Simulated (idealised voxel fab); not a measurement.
Proc. module: voxel self aligned contacts
Square cell edge 5 nm, section width 205 nm, ID cut.
A cross-section is written here as square cells arranged in a grid, and it is given in bands from the top down, each band taking up one or more rows of cells. Quick guide to a band line: top height, bottom height (nm) up front; then every material left to right with its width in nm. Only one material and it's marked "all across"? Then it fills the band edge to edge. And "blank" just means empty space. Height datum 0, below which the as-received substrate wafer is one material. Lowest band open at the bottom, running downward: "0 and below". Width "30->40": first value at the band's top row of cells, second value at its bottom row, equal change from row to row. Where a step carries "left unchanged", the cross-section came out of it unchanged, cell for cell. "Fully sealed cavities": sealed empty spaces, 8 cells or more, no open way to top, listed width x height at distance, with distance from the left edge and width, height and distance in nm. after a step's settings: what the simulator itself notes on the step. The "overlay nm" setting may appear on a step's line; for a step that uses a mask, it gives how far to the right of its planned position the mask lay, and a negative value indicates the left.
Process steps (planned)
step 1: RECEIVE | material Si
step 2: OXIDIZE | depth nm 5
step 3: DIRECTIONAL_DEP | material polySi | thk nm 30
step 4: DIRECTIONAL_DEP | material SiN | thk nm 20
step 5: MASKED_ETCH | tone cover | mask id GATE | width nm 25 | pitch nm 60 | etch materials SiN | depth nm 20 | overlay nm 0
step 6: MASKED_ETCH | tone cover | mask id GATE | width nm 25 | pitch nm 60 | etch materials polySi | depth nm 30 | overlay nm 0
step 7: CONFORMAL_DEP | material SiN | thk nm 5
step 8: DIRECTIONAL_ETCH | etch materials SiN | depth nm 5
step 9: FILL_DEP | material SiO2 | thk nm 20
step 10: CMP | height nm 60
step 11: PATTERN | tone open | mask id CONTACT | material resist | width nm 45 | thk nm 20 | overlay nm 0
step 12: DIRECTIONAL_ETCH | etch materials SiO2 | depth nm 65
step 13: STRIP | etch materials resist
step 14: CONFORMAL_DEP | material TiN | thk nm 5
step 15: FILL_DEP | material W | thk nm 5
step 16: CMP | height nm 60
step 17: CONFORMAL_DEP | material SiN | thk nm 5
Cross-section: wafer on arrival = after step 1
* 0 and below | Si all across
* Fully sealed cavities: none
Post-module cross-section: identical start and plan to those above, one misstep in execution
* 65 down to 60 | SiN all across
* 60 down to 50 | 80 nm SiO2, then 5->15 nm TiN, then 35->15 nm W, then 5->15 nm TiN, then 80 nm SiO2
* 50 down to 30 | 55 nm SiO2, then 35 nm SiN, then 5 nm TiN, then 15 nm W, then 5 nm TiN, then 35 nm SiN, then 55 nm SiO2
* 30 down to 5 | 55 nm SiO2, then 5 nm SiN, then 25 nm polySi, then 5 nm SiN, then 5 nm TiN, then 15 nm W, then 5 nm TiN, then 5 nm SiN, then 25 nm polySi, then 5 nm SiN, then 55 nm SiO2
* 5 down to 0 | 55 nm SiO2, then 5 nm SiN, then 25 nm polySi, then 5 nm SiN, then 25 nm TiN, then 5 nm SiN, then 25 nm polySi, then 5 nm SiN, then 55 nm SiO2
* 0 and below | Si all across
* Fully sealed cavities: none
Want to know what went wrong? step 2 of the plan was bypassed and not carried out
